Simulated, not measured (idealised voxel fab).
process module | voxel fin reveal
cross-section cut | 235 nm wide | cells 5 nm
A cross-section is a grid of square cells, given in bands from the top down. A band is one or more rows of cells.
Each band's line starts with the height of the band's top and of its bottom, in nm. Then come its materials from left to right, each with its width in nm. One material with "throughout" fills the band from edge to edge. "air" is empty space.
Height 0 is the level under which the wafer as received is all one material. The lowest band goes on downwards, as in "0 down".
A width such as "30 to 40" changes by the same amount from each row of cells to the next, from the band's top row to its bottom row.
"no change" after a step means that no cell of the cross-section changed.
closed voids: empty space of 8 cells or more with no open way to the top, each as width x height at its distance from the left edge, in nm
after a step's settings: what the simulator itself notes on the step
overlay nm, on a step with a mask: how far to the right of its planned place the mask lay; to the left if negative
plan
1 op RECEIVE | material Si
2 op CONFORMAL_DEP | material SiN | thk nm 5
3 op DIRECTIONAL_DEP | material aC | thk nm 15
4 op PATTERN | tone cover | mask id FINS | material resist | width nm 15 | pitch nm 45 | thk nm 30 | overlay nm 0
5 op DIRECTIONAL_ETCH | etch materials aC | depth nm 15
6 op STRIP | etch materials resist
7 op DIRECTIONAL_ETCH | etch materials SiN | depth nm 5
8 op DIRECTIONAL_ETCH | etch materials Si | depth nm 40
9 op STRIP | etch materials aC
10 op FILL_DEP | material SiO2 | thk nm 10
11 op CMP | height nm 5
12 op SELECTIVE_ETCH | etch materials SiO2 | depth nm 35
13 op STRIP | etch materials SiN
first wafer, as planned
as received, after step 1
  0 down: Si throughout
  closed voids: none
after step 2
  5 to 0: SiN throughout
  below 0: unchanged
after step 3
  20 to 5: aC throughout
  below 5: unchanged
after step 4
  50 to 20: air 40 | resist 15 | air 30 | resist 15 | air 30 | resist 15 | air 30 | resist 15 | air 45
  below 20: unchanged
after step 5
  35 to 20: air 40 | resist 15 | air 30 | resist 15 | air 30 | resist 15 | air 30 | resist 15 | air 45
  20 to 5: air 40 | aC 15 | air 30 | aC 15 | air 30 | aC 15 | air 30 | aC 15 | air 45
  below 5: unchanged
after step 6
  20 to 5: air 40 | aC 15 | air 30 | aC 15 | air 30 | aC 15 | air 30 | aC 15 | air 45
  below 5: unchanged
after step 7
  20 to 5: air 40 | aC 15 | air 30 | aC 15 | air 30 | aC 15 | air 30 | aC 15 | air 45
  5 to 0: air 40 | SiN 15 | air 30 | SiN 15 | air 30 | SiN 15 | air 30 | SiN 15 | air 45
  below 0: unchanged
after step 8
  20 to 5: air 40 | aC 15 | air 30 | aC 15 | air 30 | aC 15 | air 30 | aC 15 | air 45
  5 to 0: air 40 | SiN 15 | air 30 | SiN 15 | air 30 | SiN 15 | air 30 | SiN 15 | air 45
  0 to -40: air 40 | Si 15 | air 30 | Si 15 | air 30 | Si 15 | air 30 | Si 15 | air 45
  below -40: unchanged
after step 9
  5 to 0: air 40 | SiN 15 | air 30 | SiN 15 | air 30 | SiN 15 | air 30 | SiN 15 | air 45
  below 0: unchanged
after step 10
  15 to 5: SiO2 throughout
  5 to 0: SiO2 40 | SiN 15 | SiO2 30 | SiN 15 | SiO2 30 | SiN 15 | SiO2 30 | SiN 15 | SiO2 45
  0 to -40: SiO2 40 | Si 15 | SiO2 30 | Si 15 | SiO2 30 | Si 15 | SiO2 30 | Si 15 | SiO2 45
  below -40: unchanged
after step 11
  5 to 0: SiO2 40 | SiN 15 | SiO2 30 | SiN 15 | SiO2 30 | SiN 15 | SiO2 30 | SiN 15 | SiO2 45
  below 0: unchanged
after step 12
  5 to 0: air 40 | SiN 15 | air 30 | SiN 15 | air 30 | SiN 15 | air 30 | SiN 15 | air 45
  0 to -30: air 40 | Si 15 | air 30 | Si 15 | air 30 | Si 15 | air 30 | Si 15 | air 45
  below -30: unchanged
after step 13
  0 to -30: air 40 | Si 15 | air 30 | Si 15 | air 30 | Si 15 | air 30 | Si 15 | air 45
  below -30: unchanged
second wafer: like start, like plan, one mistake. Through step 3 it matches the first wafer
when step 4 should have ended
  50 to 20: air 35 | resist 15 | air 30 | resist 15 | air 30 | resist 15 | air 30 | resist 15 | air 50
  below 20: unchanged
when step 5 should have ended
  35 to 20: air 35 | resist 15 | air 30 | resist 15 | air 30 | resist 15 | air 30 | resist 15 | air 50
  20 to 5: air 35 | aC 15 | air 30 | aC 15 | air 30 | aC 15 | air 30 | aC 15 | air 50
  below 5: unchanged
when step 6 should have ended
  20 to 5: air 35 | aC 15 | air 30 | aC 15 | air 30 | aC 15 | air 30 | aC 15 | air 50
  below 5: unchanged
when step 7 should have ended
  20 to 5: air 35 | aC 15 | air 30 | aC 15 | air 30 | aC 15 | air 30 | aC 15 | air 50
  5 to 0: air 35 | SiN 15 | air 30 | SiN 15 | air 30 | SiN 15 | air 30 | SiN 15 | air 50
  below 0: unchanged
when step 8 should have ended
  20 to 5: air 35 | aC 15 | air 30 | aC 15 | air 30 | aC 15 | air 30 | aC 15 | air 50
  5 to 0: air 35 | SiN 15 | air 30 | SiN 15 | air 30 | SiN 15 | air 30 | SiN 15 | air 50
  0 to -40: air 35 | Si 15 | air 30 | Si 15 | air 30 | Si 15 | air 30 | Si 15 | air 50
  below -40: unchanged
when step 9 should have ended
  5 to 0: air 35 | SiN 15 | air 30 | SiN 15 | air 30 | SiN 15 | air 30 | SiN 15 | air 50
  below 0: unchanged
when step 10 should have ended
  15 to 5: SiO2 throughout
  5 to 0: SiO2 35 | SiN 15 | SiO2 30 | SiN 15 | SiO2 30 | SiN 15 | SiO2 30 | SiN 15 | SiO2 50
  0 to -40: SiO2 35 | Si 15 | SiO2 30 | Si 15 | SiO2 30 | Si 15 | SiO2 30 | Si 15 | SiO2 50
  below -40: unchanged
when step 11 should have ended
  5 to 0: SiO2 35 | SiN 15 | SiO2 30 | SiN 15 | SiO2 30 | SiN 15 | SiO2 30 | SiN 15 | SiO2 50
  below 0: unchanged
when step 12 should have ended
  5 to 0: air 35 | SiN 15 | air 30 | SiN 15 | air 30 | SiN 15 | air 30 | SiN 15 | air 50
  0 to -30: air 35 | Si 15 | air 30 | Si 15 | air 30 | Si 15 | air 30 | Si 15 | air 50
  below -30: unchanged
when step 13 should have ended
  0 to -30: air 35 | Si 15 | air 30 | Si 15 | air 30 | Si 15 | air 30 | Si 15 | air 50
  below -30: unchanged
what went wrong: step 4 ran as: op PATTERN | tone cover | mask id FINS | material resist | width nm 15 | pitch nm 45 | thk nm 30 | overlay nm -5
at the end the second wafer has, in cells: as many of each material as the first, in other places
